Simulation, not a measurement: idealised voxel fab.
The process module presented herein is designated voxel tone inversion.
The figure presents cross-section cut, which has a width of 285 nm and is divided into square cells with an edge length of 5 nm.
Throughout this document, each cross-section is represented as a grid of square cells and is presented as a sequence of bands enumerated from the top downward, where a band comprises one or more rows of cells.
Basically the band line says how high the top is and how high the bottom is, in nm, and then what's in it from left to right, every material with its width in nm. Empty space shows up as "empty", and if a single material carries "edge to edge" it runs the full band edge to edge.
For the purposes of this specification, 0 denotes the height below which the wafer in its as-received condition is composed wholly of one material, and the lowermost band, lacking a lower limit, extends downward without end, as expressed in "0 and below".
Per-row width for "30 to 40": begins at first number (top row of band), ends at second number (bottom row), increment between rows held constant.
A step reported as "nothing different" is a step in which no cell of the cross-section changed.
Under "Enclosed empty spaces" you'll find the enclosed gaps, the ones with no way out to the top, that are 8 cells or bigger; each reads width x height at distance, with distance counted from the left edge, everything in nm.
Formally, on a step line, whatever follows the settings is a remark that the simulator itself makes on the step.
"overlay nm" answers the question of how far to the right of plan the mask lay on a step that has a mask, and when it is negative the answer is to the left.
Heads up before you read on: it's before/after pairs around one process step each, after side only down to the lowest band that changed, step plus settings under the pair. Pairs can be from different runs of this module, same starting wafer, so only chain a pair onto the one above if its "Pre-process state" entry says so.
### Pre-process state
- 0 and below | Si edge to edge
- Enclosed empty spaces: none
### As Processed
- 5 down to 0 | SiCN edge to edge
- below 0: unchanged
- Enclosed empty spaces: none
the step between: CONFORMAL_DEP (material SiCN; thk nm 5)
Pre-process state: The prior state of this step coincides with the post-step cross-section of the pair just above.
### As Processed
- 25 down to 5 | aC edge to edge
- below 5: unchanged
- Enclosed empty spaces: none
the step between: DIRECTIONAL_DEP (material aC; thk nm 20)
Pre-process state: The prior state of this step coincides with the post-step cross-section of the pair just above.
### As Processed
- 55 down to 25 | 80 empty  25 resist  25 empty  25 resist  25 empty  25 resist  80 empty
- below 25: unchanged
- Enclosed empty spaces: none
the step between: PATTERN (tone cover; mask id POSTS; material resist; width nm 25; pitch nm 50; thk nm 30; overlay nm 0)
Pre-process state: The prior state of this step coincides with the post-step cross-section of the pair just above.
### As Processed
- 35 down to 25 | 80 empty  25 resist  25 empty  25 resist  25 empty  25 resist  80 empty
- 25 down to 5 | 80 empty  25 aC  25 empty  25 aC  25 empty  25 aC  80 empty
- below 5: unchanged
- Enclosed empty spaces: none
the step between: DIRECTIONAL_ETCH (etch materials aC; depth nm 20)
Pre-process state: The prior state of this step coincides with the post-step cross-section of the pair just above.
### As Processed
- 25 down to 5 | 80 empty  25 aC  25 empty  25 aC  25 empty  25 aC  80 empty
- below 5: unchanged
- Enclosed empty spaces: none
the step between: STRIP (etch materials resist)
Pre-process state: The prior state of this step coincides with the post-step cross-section of the pair just above.
### As Processed
- 35 down to 25 | lowk edge to edge
- 25 down to 5 | 80 lowk  25 aC  25 lowk  25 aC  25 lowk  25 aC  80 lowk
- below 5: unchanged
- Enclosed empty spaces: none
the step between: FILL_DEP (material lowk; thk nm 10)
Pre-process state: The prior state of this step coincides with the post-step cross-section of the pair just above.
### As Processed
- 25 down to 5 | 80 lowk  25 aC  25 lowk  25 aC  25 lowk  25 aC  80 lowk
- below 5: unchanged
- Enclosed empty spaces: none
the step between: CMP (height nm 25)
Pre-process state: The prior state of this step coincides with the post-step cross-section of the pair just above.
### As Processed
- 25 down to 5 | 80 lowk  25 empty  25 lowk  25 empty  25 lowk  25 empty  80 lowk
- below 5: unchanged
- Enclosed empty spaces: none
the step between: STRIP (etch materials aC)
Pre-process state: The prior state of this step coincides with the post-step cross-section of the pair just above.
### As Processed
- 30 down to 25 | 85 TiN  15 empty  35 TiN  15 empty  35 TiN  15 empty  85 TiN
- 25 down to 10 | 80 lowk  5 TiN  15 empty  5 TiN  25 lowk  5 TiN  15 empty  5 TiN  25 lowk  5 TiN  15 empty  5 TiN  80 lowk
- 10 down to 5 | 80 lowk  25 TiN  25 lowk  25 TiN  25 lowk  25 TiN  80 lowk
- below 5: unchanged
- Enclosed empty spaces: none
the step between: CONFORMAL_DEP (material TiN; thk nm 5)
Pre-process state: The prior state of this step coincides with the post-step cross-section of the pair just above.
### As Processed
- 40 down to 30 | Ru edge to edge
- 30 down to 25 | 85 TiN  15 Ru  35 TiN  15 Ru  35 TiN  15 Ru  85 TiN
- 25 down to 10 | 80 lowk  5 TiN  15 Ru  5 TiN  25 lowk  5 TiN  15 Ru  5 TiN  25 lowk  5 TiN  15 Ru  5 TiN  80 lowk
- below 10: unchanged
- Enclosed empty spaces: none
the step between: FILL_DEP (material Ru; thk nm 10)
Pre-process state: The prior state of this step coincides with the post-step cross-section of the pair just above.
### As Processed
- 25 down to 10 | 80 lowk  5 TiN  15 Ru  5 TiN  25 lowk  5 TiN  15 Ru  5 TiN  25 lowk  5 TiN  15 Ru  5 TiN  80 lowk
- below 10: unchanged
- Enclosed empty spaces: none
the step between: CMP (height nm 25)
Pre-process state: The prior state of this step coincides with the post-step cross-section of the pair just above.
### As Processed
- 30 down to 25 | SiCN edge to edge
- below 25: unchanged
- Enclosed empty spaces: none
the step between: CONFORMAL_DEP (material SiCN; thk nm 5)
### Pre-process state
- 40 down to 30 | Ru edge to edge
- 30 down to 25 | 85 TiN  15 Ru  35 TiN  15 Ru  35 TiN  15 Ru  85 TiN
- 25 down to 10 | 80 lowk  5 TiN  15 Ru  5 TiN  25 lowk  5 TiN  15 Ru  5 TiN  25 lowk  5 TiN  15 Ru  5 TiN  80 lowk
- 10 down to 5 | 80 lowk  25 TiN  25 lowk  25 TiN  25 lowk  25 TiN  80 lowk
- 5 down to 0 | SiCN edge to edge
- 0 and below | Si edge to edge
- Enclosed empty spaces: none
### As Processed
- 45 down to 40 | SiCN edge to edge
- below 40: unchanged
- Enclosed empty spaces: none
the step between: CONFORMAL_DEP (material SiCN; thk nm 5)
### Pre-process state
- 0 and below | Si edge to edge
- Enclosed empty spaces: none
### As Processed
- 20 down to 0 | aC edge to edge
- below 0: unchanged
- Enclosed empty spaces: none
the step between: DIRECTIONAL_DEP (material aC; thk nm 20)
Pre-process state: The prior state of this step coincides with the post-step cross-section of the pair just above.
### As Processed
- 25 down to 20 | SiCN edge to edge
- below 20: unchanged
- Enclosed empty spaces: none
the step between: CONFORMAL_DEP (material SiCN; thk nm 5)
Pre-process state: The prior state of this step coincides with the post-step cross-section of the pair just above.
### As Processed
- 55 down to 25 | 80 empty  25 resist  25 empty  25 resist  25 empty  25 resist  80 empty
- below 25: unchanged
- Enclosed empty spaces: none
the step between: PATTERN (tone cover; mask id POSTS; material resist; width nm 25; pitch nm 50; thk nm 30; overlay nm 0)
Pre-process state: The prior state of this step coincides with the post-step cross-section of the pair just above.
### As Processed
- 35 down to 25 | 80 empty  25 resist  25 empty  25 resist  25 empty  25 resist  80 empty
- below 25: unchanged
- Enclosed empty spaces: none
the step between: DIRECTIONAL_ETCH (etch materials aC; depth nm 20)
Pre-process state: The prior state of this step coincides with the post-step cross-section of the pair just above.
### As Processed
- 25 down to 20 | SiCN edge to edge
- below 20: unchanged
- Enclosed empty spaces: none
the step between: STRIP (etch materials resist)
Pre-process state: The prior state of this step coincides with the post-step cross-section of the pair just above.
### As Processed
- 35 down to 25 | lowk edge to edge
- below 25: unchanged
- Enclosed empty spaces: none
the step between: FILL_DEP (material lowk; thk nm 10)
Pre-process state: The prior state of this step coincides with the post-step cross-section of the pair just above.
### As Processed
- 25 down to 20 | SiCN edge to edge
- below 20: unchanged
- Enclosed empty spaces: none
the step between: CMP (height nm 25)
Pre-process state: The prior state of this step coincides with the post-step cross-section of the pair just above.
### As Processed
- 30 down to 25 | TiN edge to edge
- below 25: unchanged
- Enclosed empty spaces: none
the step between: CONFORMAL_DEP (material TiN; thk nm 5)
Pre-process state: The prior state of this step coincides with the post-step cross-section of the pair just above.
### As Processed
- 40 down to 30 | Ru edge to edge
- below 30: unchanged
- Enclosed empty spaces: none
the step between: FILL_DEP (material Ru; thk nm 10)
Pre-process state: The prior state of this step coincides with the post-step cross-section of the pair just above.
### As Processed
- 25 down to 20 | SiCN edge to edge
- below 20: unchanged
- Enclosed empty spaces: none
the step between: CMP (height nm 25)
Pre-process state: The prior state of this step coincides with the post-step cross-section of the pair just above.
### As Processed
- 30 down to 20 | SiCN edge to edge
- below 20: unchanged
- Enclosed empty spaces: none
the step between: CONFORMAL_DEP (material SiCN; thk nm 5)
### Pre-process state
- 40 down to 30 | Ru edge to edge
- 30 down to 25 | 85 TiN  15 Ru  35 TiN  15 Ru  35 TiN  15 Ru  85 TiN
- 25 down to 10 | 80 lowk  5 TiN  15 Ru  5 TiN  25 lowk  5 TiN  15 Ru  5 TiN  25 lowk  5 TiN  15 Ru  5 TiN  80 lowk
- 10 down to 5 | 80 lowk  25 TiN  25 lowk  25 TiN  25 lowk  25 TiN  80 lowk
- 5 down to 0 | SiCN edge to edge
- 0 and below | Si edge to edge
- Enclosed empty spaces: none
### As Processed
- 35 down to 30 | Ru edge to edge
- below 30: unchanged
- Enclosed empty spaces: none
the step between: CMP (height nm 35)
Pre-process state: The prior state of this step coincides with the post-step cross-section of the pair just above.
### As Processed
- 40 down to 35 | SiCN edge to edge
- below 35: unchanged
- Enclosed empty spaces: none
the step between: CONFORMAL_DEP (material SiCN; thk nm 5)
### Pre-process state
- 25 down to 5 | aC edge to edge
- 5 down to 0 | SiCN edge to edge
- 0 and below | Si edge to edge
- Enclosed empty spaces: none
### As Processed
- 55 down to 25 | 85 empty  20 resist  30 empty  20 resist  30 empty  20 resist  80 empty
- below 25: unchanged
- Enclosed empty spaces: none
the step between: PATTERN (tone cover; mask id POSTS; material resist; width nm 20; pitch nm 50; thk nm 30; overlay nm 0)
Pre-process state: The prior state of this step coincides with the post-step cross-section of the pair just above.
### As Processed
- 35 down to 25 | 85 empty  20 resist  30 empty  20 resist  30 empty  20 resist  80 empty
- 25 down to 5 | 85 empty  20 aC  30 empty  20 aC  30 empty  20 aC  80 empty
- below 5: unchanged
- Enclosed empty spaces: none
the step between: DIRECTIONAL_ETCH (etch materials aC; depth nm 20)
Pre-process state: The prior state of this step coincides with the post-step cross-section of the pair just above.
### As Processed
- 25 down to 5 | 85 empty  20 aC  30 empty  20 aC  30 empty  20 aC  80 empty
- below 5: unchanged
- Enclosed empty spaces: none
the step between: STRIP (etch materials resist)
Pre-process state: The prior state of this step coincides with the post-step cross-section of the pair just above.
### As Processed
- 35 down to 25 | lowk edge to edge
- 25 down to 5 | 85 lowk  20 aC  30 lowk  20 aC  30 lowk  20 aC  80 lowk
- below 5: unchanged
- Enclosed empty spaces: none
the step between: FILL_DEP (material lowk; thk nm 10)
Pre-process state: The prior state of this step coincides with the post-step cross-section of the pair just above.
### As Processed
- 25 down to 5 | 85 lowk  20 aC  30 lowk  20 aC  30 lowk  20 aC  80 lowk
- below 5: unchanged
- Enclosed empty spaces: none
the step between: CMP (height nm 25)
Pre-process state: The prior state of this step coincides with the post-step cross-section of the pair just above.
### As Processed
- 25 down to 5 | 85 lowk  20 empty  30 lowk  20 empty  30 lowk  20 empty  80 lowk
- below 5: unchanged
- Enclosed empty spaces: none
the step between: STRIP (etch materials aC)
Pre-process state: The prior state of this step coincides with the post-step cross-section of the pair just above.
### As Processed
- 30 down to 25 | 90 TiN  10 empty  40 TiN  10 empty  40 TiN  10 empty  85 TiN
- 25 down to 10 | 85 lowk  5 TiN  10 empty  5 TiN  30 lowk  5 TiN  10 empty  5 TiN  30 lowk  5 TiN  10 empty  5 TiN  80 lowk
- 10 down to 5 | 85 lowk  20 TiN  30 lowk  20 TiN  30 lowk  20 TiN  80 lowk
- below 5: unchanged
- Enclosed empty spaces: none
the step between: CONFORMAL_DEP (material TiN; thk nm 5)
Pre-process state: The prior state of this step coincides with the post-step cross-section of the pair just above.
### As Processed
- 40 down to 30 | Ru edge to edge
- 30 down to 25 | 90 TiN  10 Ru  40 TiN  10 Ru  40 TiN  10 Ru  85 TiN
- 25 down to 10 | 85 lowk  5 TiN  10 Ru  5 TiN  30 lowk  5 TiN  10 Ru  5 TiN  30 lowk  5 TiN  10 Ru  5 TiN  80 lowk
- below 10: unchanged
- Enclosed empty spaces: none
the step between: FILL_DEP (material Ru; thk nm 10)
Pre-process state: The prior state of this step coincides with the post-step cross-section of the pair just above.
### As Processed
- 25 down to 10 | 85 lowk  5 TiN  10 Ru  5 TiN  30 lowk  5 TiN  10 Ru  5 TiN  30 lowk  5 TiN  10 Ru  5 TiN  80 lowk
- below 10: unchanged
- Enclosed empty spaces: none
the step between: CMP (height nm 25)
Pre-process state: The prior state of this step coincides with the post-step cross-section of the pair just above.
### As Processed
- 30 down to 25 | SiCN edge to edge
- below 25: unchanged
- Enclosed empty spaces: none
the step between: CONFORMAL_DEP (material SiCN; thk nm 5)
### Pre-process state
- 25 down to 5 | aC edge to edge
- 5 down to 0 | SiCN edge to edge
- 0 and below | Si edge to edge
- Enclosed empty spaces: none
### As Processed
- 55 down to 25 | 85 empty  25 resist  25 empty  25 resist  25 empty  25 resist  75 empty
- below 25: unchanged
- Enclosed empty spaces: none
the step between: PATTERN (tone cover; mask id POSTS; material resist; width nm 25; pitch nm 50; thk nm 30; overlay nm 5)
Pre-process state: The prior state of this step coincides with the post-step cross-section of the pair just above.
### As Processed
- 35 down to 25 | 85 empty  25 resist  25 empty  25 resist  25 empty  25 resist  75 empty
- 25 down to 5 | 85 empty  25 aC  25 empty  25 aC  25 empty  25 aC  75 empty
- below 5: unchanged
- Enclosed empty spaces: none
the step between: DIRECTIONAL_ETCH (etch materials aC; depth nm 20)
Pre-process state: The prior state of this step coincides with the post-step cross-section of the pair just above.
### As Processed
- 25 down to 5 | 85 empty  25 aC  25 empty  25 aC  25 empty  25 aC  75 empty
- below 5: unchanged
- Enclosed empty spaces: none
the step between: STRIP (etch materials resist)
Pre-process state: The prior state of this step coincides with the post-step cross-section of the pair just above.
### As Processed
- 35 down to 25 | lowk edge to edge
- 25 down to 5 | 85 lowk  25 aC  25 lowk  25 aC  25 lowk  25 aC  75 lowk
- below 5: unchanged
- Enclosed empty spaces: none
the step between: FILL_DEP (material lowk; thk nm 10)
Pre-process state: The prior state of this step coincides with the post-step cross-section of the pair just above.
### As Processed
- 25 down to 5 | 85 lowk  25 aC  25 lowk  25 aC  25 lowk  25 aC  75 lowk
- below 5: unchanged
- Enclosed empty spaces: none
the step between: CMP (height nm 25)
Pre-process state: The prior state of this step coincides with the post-step cross-section of the pair just above.
### As Processed
- 25 down to 5 | 85 lowk  25 empty  25 lowk  25 empty  25 lowk  25 empty  75 lowk
- below 5: unchanged
- Enclosed empty spaces: none
the step between: STRIP (etch materials aC)
Pre-process state: The prior state of this step coincides with the post-step cross-section of the pair just above.
### As Processed
- 30 down to 25 | 90 TiN  15 empty  35 TiN  15 empty  35 TiN  15 empty  80 TiN
- 25 down to 10 | 85 lowk  5 TiN  15 empty  5 TiN  25 lowk  5 TiN  15 empty  5 TiN  25 lowk  5 TiN  15 empty  5 TiN  75 lowk
- 10 down to 5 | 85 lowk  25 TiN  25 lowk  25 TiN  25 lowk  25 TiN  75 lowk
- below 5: unchanged
- Enclosed empty spaces: none
the step between: CONFORMAL_DEP (material TiN; thk nm 5)
Pre-process state: The prior state of this step coincides with the post-step cross-section of the pair just above.
### As Processed
- 40 down to 30 | Ru edge to edge
- 30 down to 25 | 90 TiN  15 Ru  35 TiN  15 Ru  35 TiN  15 Ru  80 TiN
- 25 down to 10 | 85 lowk  5 TiN  15 Ru  5 TiN  25 lowk  5 TiN  15 Ru  5 TiN  25 lowk  5 TiN  15 Ru  5 TiN  75 lowk
- below 10: unchanged
- Enclosed empty spaces: none
the step between: FILL_DEP (material Ru; thk nm 10)
Pre-process state: The prior state of this step coincides with the post-step cross-section of the pair just above.
### As Processed
- 25 down to 10 | 85 lowk  5 TiN  15 Ru  5 TiN  25 lowk  5 TiN  15 Ru  5 TiN  25 lowk  5 TiN  15 Ru  5 TiN  75 lowk
- below 10: unchanged
- Enclosed empty spaces: none
the step between: CMP (height nm 25)
Pre-process state: The prior state of this step coincides with the post-step cross-section of the pair just above.
### As Processed
- 30 down to 25 | SiCN edge to edge
- below 25: unchanged
- Enclosed empty spaces: none
the step between: CONFORMAL_DEP (material SiCN; thk nm 5)
### Pre-process state
- 5 down to 0 | SiCN edge to edge
- 0 and below | Si edge to edge
- Enclosed empty spaces: none
### As Processed
- 25 down to 5 | Ru edge to edge
- below 5: unchanged
- Enclosed empty spaces: none
the step between: DIRECTIONAL_DEP (material Ru; thk nm 20)
Pre-process state: The prior state of this step coincides with the post-step cross-section of the pair just above.
### As Processed
- 55 down to 25 | 80 empty  25 resist  25 empty  25 resist  25 empty  25 resist  80 empty
- below 25: unchanged
- Enclosed empty spaces: none
the step between: PATTERN (tone cover; mask id POSTS; material resist; width nm 25; pitch nm 50; thk nm 30; overlay nm 0)
Pre-process state: The prior state of this step coincides with the post-step cross-section of the pair just above.
### As Processed
- 35 down to 25 | 80 empty  25 resist  25 empty  25 resist  25 empty  25 resist  80 empty
- below 25: unchanged
- Enclosed empty spaces: none
the step between: DIRECTIONAL_ETCH (etch materials aC; depth nm 20)
Pre-process state: The prior state of this step coincides with the post-step cross-section of the pair just above.
### As Processed
- 25 down to 5 | Ru edge to edge
- below 5: unchanged
- Enclosed empty spaces: none
the step between: STRIP (etch materials resist)
Pre-process state: The prior state of this step coincides with the post-step cross-section of the pair just above.
### As Processed
- 35 down to 25 | lowk edge to edge
- below 25: unchanged
- Enclosed empty spaces: none
the step between: FILL_DEP (material lowk; thk nm 10)
Pre-process state: The prior state of this step coincides with the post-step cross-section of the pair just above.
### As Processed
- 25 down to 5 | Ru edge to edge
- below 5: unchanged
- Enclosed empty spaces: none
the step between: CMP (height nm 25)
Pre-process state: The prior state of this step coincides with the post-step cross-section of the pair just above.
### As Processed
- 30 down to 25 | TiN edge to edge
- below 25: unchanged
- Enclosed empty spaces: none
the step between: CONFORMAL_DEP (material TiN; thk nm 5)
Pre-process state: The prior state of this step coincides with the post-step cross-section of the pair just above.
### As Processed
- 40 down to 30 | Ru edge to edge
- below 30: unchanged
- Enclosed empty spaces: none
the step between: FILL_DEP (material Ru; thk nm 10)
Pre-process state: The prior state of this step coincides with the post-step cross-section of the pair just above.
### As Processed
- 25 down to 5 | Ru edge to edge
- below 5: unchanged
- Enclosed empty spaces: none
the step between: CMP (height nm 25)
Pre-process state: The prior state of this step coincides with the post-step cross-section of the pair just above.
### As Processed
- 30 down to 25 | SiCN edge to edge
- below 25: unchanged
- Enclosed empty spaces: none
the step between: CONFORMAL_DEP (material SiCN; thk nm 5)
### Pre-process state
- 25 down to 5 | aC edge to edge
- 5 down to 0 | SiCN edge to edge
- 0 and below | Si edge to edge
- Enclosed empty spaces: none
### As Processed
- 55 down to 25 | 80 resist  25 empty  25 resist  25 empty  25 resist  25 empty  80 resist
- below 25: unchanged
- Enclosed empty spaces: none
the step between: PATTERN (tone open; mask id POSTS; material resist; width nm 25; pitch nm 50; thk nm 30; overlay nm 0)
Pre-process state: The prior state of this step coincides with the post-step cross-section of the pair just above.
### As Processed
- 35 down to 25 | 80 resist  25 empty  25 resist  25 empty  25 resist  25 empty  80 resist
- 25 down to 5 | 80 aC  25 empty  25 aC  25 empty  25 aC  25 empty  80 aC
- below 5: unchanged
- Enclosed empty spaces: none
the step between: DIRECTIONAL_ETCH (etch materials aC; depth nm 20)
Pre-process state: The prior state of this step coincides with the post-step cross-section of the pair just above.
### As Processed
- 25 down to 5 | 80 aC  25 empty  25 aC  25 empty  25 aC  25 empty  80 aC
- below 5: unchanged
- Enclosed empty spaces: none
the step between: STRIP (etch materials resist)
Pre-process state: The prior state of this step coincides with the post-step cross-section of the pair just above.
### As Processed
- 35 down to 25 | lowk edge to edge
- 25 down to 5 | 80 aC  25 lowk  25 aC  25 lowk  25 aC  25 lowk  80 aC
- below 5: unchanged
- Enclosed empty spaces: none
the step between: FILL_DEP (material lowk; thk nm 10)
Pre-process state: The prior state of this step coincides with the post-step cross-section of the pair just above.
### As Processed
- 25 down to 5 | 80 aC  25 lowk  25 aC  25 lowk  25 aC  25 lowk  80 aC
- below 5: unchanged
- Enclosed empty spaces: none
the step between: CMP (height nm 25)
Pre-process state: The prior state of this step coincides with the post-step cross-section of the pair just above.
### As Processed
- 25 down to 5 | 80 empty  25 lowk  25 empty  25 lowk  25 empty  25 lowk  80 empty
- below 5: unchanged
- Enclosed empty spaces: none
the step between: STRIP (etch materials aC)
Pre-process state: The prior state of this step coincides with the post-step cross-section of the pair just above.
### As Processed
- 30 down to 25 | 75 empty  35 TiN  15 empty  35 TiN  15 empty  35 TiN  75 empty
- 25 down to 10 | 75 empty  5 TiN  25 lowk  5 TiN  15 empty  5 TiN  25 lowk  5 TiN  15 empty  5 TiN  25 lowk  5 TiN  75 empty
- 10 down to 5 | 80 TiN  25 lowk  25 TiN  25 lowk  25 TiN  25 lowk  80 TiN
- below 5: unchanged
- Enclosed empty spaces: none
the step between: CONFORMAL_DEP (material TiN; thk nm 5)
Pre-process state: The prior state of this step coincides with the post-step cross-section of the pair just above.
### As Processed
- 40 down to 30 | Ru edge to edge
- 30 down to 25 | 75 Ru  35 TiN  15 Ru  35 TiN  15 Ru  35 TiN  75 Ru
- 25 down to 10 | 75 Ru  5 TiN  25 lowk  5 TiN  15 Ru  5 TiN  25 lowk  5 TiN  15 Ru  5 TiN  25 lowk  5 TiN  75 Ru
- below 10: unchanged
- Enclosed empty spaces: none
the step between: FILL_DEP (material Ru; thk nm 10)
Pre-process state: The prior state of this step coincides with the post-step cross-section of the pair just above.
### As Processed
- 25 down to 10 | 75 Ru  5 TiN  25 lowk  5 TiN  15 Ru  5 TiN  25 lowk  5 TiN  15 Ru  5 TiN  25 lowk  5 TiN  75 Ru
- below 10: unchanged
- Enclosed empty spaces: none
the step between: CMP (height nm 25)
Pre-process state: The prior state of this step coincides with the post-step cross-section of the pair just above.
### As Processed
- 30 down to 25 | SiCN edge to edge
- below 25: unchanged
- Enclosed empty spaces: none
the step between: CONFORMAL_DEP (material SiCN; thk nm 5)
